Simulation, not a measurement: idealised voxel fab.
Name of the process module below: voxel self aligned vias
This is section cut - it's 170 nm across, gridded in 5 nm square cells.
Notation: cross-section as square-cell grid; stated in bands, top first, going down; one or more cell rows per band.
Heights first: top, then bottom, in nm. Then materials, left to right, each with a width in nm. "all across" on a single material: fills the band edge to edge. "empty": empty space.
Zero point of the height axis is 0; under it, received wafer = one material. Lowest band: continues down indefinitely, "0..down".
A width such as "30 to 40" changes by the same amount from each row of cells to the next, from the band's top row to its bottom row.
"no alterations made" means the step left every cell of the cross-section as it was.
Empty spaces without an open route to the top, at least 8 cells in extent, make up the entry "Voids lacking openings"; each is given as width x height at distance, where the distance is measured from the left edge, and all are in nm.
On a step's line, text after the settings is the simulator commenting on that step.
overlay nm: where the mask lay relative to plan, measured to the right, on steps with a mask; negatives go left.
In what follows, pairs of cross-sections are presented, each taken before and after one process step, with the after cross-section shown only down to the lowest band that was altered; the step, together with its settings, is stated below the pair. The pairs may stem from different runs of this module on the same starting wafer; accordingly, a pair should be taken as continuing from the one above it solely where its entry headed "Prior to step" indicates as much.
-- Prior to step
	40..20: empty 50 nm | lowk 20 nm | empty 30 nm | lowk 20 nm | empty 50 nm
	20..15: SiCN all across
	15..0: SiO2 all across
	0..down: Si all across
	Voids lacking openings: none
-- Cross-Section After Step
	45..40: empty 45 nm | TiN 30 nm | empty 20 nm | TiN 30 nm | empty 45 nm
	40..25: empty 45 nm | TiN 5 nm | lowk 20 nm | TiN 5 nm | empty 20 nm | TiN 5 nm | lowk 20 nm | TiN 5 nm | empty 45 nm
	25..20: TiN 50 nm | lowk 20 nm | TiN 30 nm | lowk 20 nm | TiN 50 nm
	No changes below 20.
	Voids lacking openings: none
Between the two cross-sections above, the process step reads CONFORMAL_DEP with material TiN, thk nm 5
Prior to step: after-step cross-section of the pair just above applies.
-- Cross-Section After Step
	50..45: Ru all across
	45..40: Ru 45 nm | TiN 30 nm | Ru 20 nm | TiN 30 nm | Ru 45 nm
	40..25: Ru 45 nm | TiN 5 nm | lowk 20 nm | TiN 5 nm | Ru 20 nm | TiN 5 nm | lowk 20 nm | TiN 5 nm | Ru 45 nm
	No changes below 25.
	Voids lacking openings: none
Between the two cross-sections above, the process step reads FILL_DEP with material Ru, thk nm 5
Prior to step: after-step cross-section of the pair just above applies.
-- Cross-Section After Step
	40..25: Ru 45 nm | TiN 5 nm | lowk 20 nm | TiN 5 nm | Ru 20 nm | TiN 5 nm | lowk 20 nm | TiN 5 nm | Ru 45 nm
	No changes below 25.
	Voids lacking openings: none
Between the two cross-sections above, the process step reads CMP with height nm 40
Prior to step: after-step cross-section of the pair just above applies.
-- Cross-Section After Step
	40..35: empty 50 nm | lowk 20 nm | empty 30 nm | lowk 20 nm | empty 50 nm
	No changes below 35.
	Voids lacking openings: none
Between the two cross-sections above, the process step reads SELECTIVE_ETCH with etch materials W Ru TiN, depth nm 5
Prior to step: after-step cross-section of the pair just above applies.
-- Cross-Section After Step
	50..40: SiN all across
	40..35: SiN 50 nm | lowk 20 nm | SiN 30 nm | lowk 20 nm | SiN 50 nm
	No changes below 35.
	Voids lacking openings: none
Between the two cross-sections above, the process step reads FILL_DEP with material SiN, thk nm 10
Prior to step: after-step cross-section of the pair just above applies.
-- Cross-Section After Step
	40..35: SiN 50 nm | lowk 20 nm | SiN 30 nm | lowk 20 nm | SiN 50 nm
	No changes below 35.
	Voids lacking openings: none
Between the two cross-sections above, the process step reads CMP with height nm 40
Prior to step: after-step cross-section of the pair just above applies.
-- Cross-Section After Step
	55..40: lowk all across
	No changes below 40.
	Voids lacking openings: none
Between the two cross-sections above, the process step reads DIRECTIONAL_DEP with material lowk, thk nm 15
Prior to step: after-step cross-section of the pair just above applies.
-- Cross-Section After Step
	55..40: lowk 45 nm | empty 30 nm | lowk 95 nm
	No changes below 40.
	Voids lacking openings: none
Between the two cross-sections above, the process step reads MASKED_ETCH with tone open, mask id VIAS, width nm 30, etch materials lowk, depth nm 15, overlay nm 0
Prior to step: after-step cross-section of the pair just above applies.
-- Cross-Section After Step
	55..40: lowk 45 nm | empty 30 nm | lowk 95 nm
	40..35: SiN 45 nm | empty 5 nm | lowk 20 nm | empty 5 nm | SiN 25 nm | lowk 20 nm | SiN 50 nm
	No changes below 35.
	Voids lacking openings: none
Between the two cross-sections above, the process step reads MASKED_ETCH with tone open, mask id VIAS, width nm 30, etch materials SiN, depth nm 5, overlay nm 0
Prior to step: after-step cross-section of the pair just above applies.
-- Cross-Section After Step
	60..55: TiN 50 nm | empty 20 nm | TiN 100 nm
	55..45: lowk 45 nm | TiN 5 nm | empty 20 nm | TiN 5 nm | lowk 95 nm
	45..40: lowk 45 nm | TiN 30 nm | lowk 95 nm
	40..35: SiN 45 nm | TiN 5 nm | lowk 20 nm | TiN 5 nm | SiN 25 nm | lowk 20 nm | SiN 50 nm
	No changes below 35.
	Voids lacking openings: none
Between the two cross-sections above, the process step reads CONFORMAL_DEP with material TiN, thk nm 5
Prior to step: after-step cross-section of the pair just above applies.
-- Cross-Section After Step
	70..60: Ru all across
	60..55: TiN 50 nm | Ru 20 nm | TiN 100 nm
	55..45: lowk 45 nm | TiN 5 nm | Ru 20 nm | TiN 5 nm | lowk 95 nm
	No changes below 45.
	Voids lacking openings: none
Between the two cross-sections above, the process step reads FILL_DEP with material Ru, thk nm 10
Prior to step: after-step cross-section of the pair just above applies.
-- Cross-Section After Step
	55..45: lowk 45 nm | TiN 5 nm | Ru 20 nm | TiN 5 nm | lowk 95 nm
	No changes below 45.
	Voids lacking openings: none
Between the two cross-sections above, the process step reads CMP with height nm 55
Prior to step: after-step cross-section of the pair just above applies.
-- Cross-Section After Step
	60..55: SiN all across
	No changes below 55.
	Voids lacking openings: none
Between the two cross-sections above, the process step reads CONFORMAL_DEP with material SiN, thk nm 5
